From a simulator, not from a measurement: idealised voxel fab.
Herein follows the process module entitled voxel tone inversion.
It is cross-section cut that appears here, measuring 220 nm in width, its square cells being 5 nm in size.
In this document a cross-section is written as a grid of square cells. It is given as a series of bands, listed from the top down, and a band is one or more rows of cells. Per band: top height and bottom height in nm, followed by the left-to-right materials and their widths in nm; "all across" marks a single material spanning edge to edge, "empty" marks empty space. The level at which height equals 0 is the one under which the wafer, as it arrives, is entirely one material. No lower edge exists for the bottom band, which continues downward and is notated as in "top 0, no bottom". Graded width ("30 to 40"): value in top row of band = first number; value in bottom row = second number; row-to-row change constant. You'll sometimes find "remained the same" written for a step, and that's the way of saying that nowhere in the cross-section did a cell change during that step. You'll see "Voids, enclosed" listing empty spaces that have no way open to the top, as long as they're 8 cells or more; the notation is width x height at distance, where the distance is from the left edge, and all of it is in nm. Read whatever lies past the settings on a step's line as the simulator's own remark about the step. overlay nm: where the mask lay relative to plan, measured to the right, on steps with a mask; negatives go left.

The following list gives the planned process steps
| 1 | RECEIVE [material Si] |
| 2 | CONFORMAL_DEP [material SiN] [thk nm 5] |
| 3 | DIRECTIONAL_DEP [material aC] [thk nm 20] |
| 4 | PATTERN [tone cover] [mask id POSTS] [material resist] [width nm 20] [pitch nm 40] [thk nm 30] [overlay nm 0] |
| 5 | DIRECTIONAL_ETCH [etch materials aC] [depth nm 20] |
| 6 | STRIP [etch materials resist] |
| 7 | FILL_DEP [material lowk] [thk nm 5] |
| 8 | CMP [height nm 25] |
| 9 | STRIP [etch materials aC] |
| 10 | CONFORMAL_DEP [material TiN] [thk nm 5] |
| 11 | FILL_DEP [material Cu] [thk nm 10] |
| 12 | CMP [height nm 25] |
| 13 | CONFORMAL_DEP [material SiCN] [thk nm 5] |

Cross-section, incoming material, after step 1
top 0, no bottom: Si all across
Voids, enclosed: none

Wafer at module end, in section. Began as above, planned as above, run with one mistake
top 30, bottom 25: SiCN all across
top 25, bottom 20: SiN all across
top 20, bottom 0: aC all across
top 0, no bottom: Si all across
Voids, enclosed: none
Deviation from plan: steps 2 and 3 traded places in the executed sequence
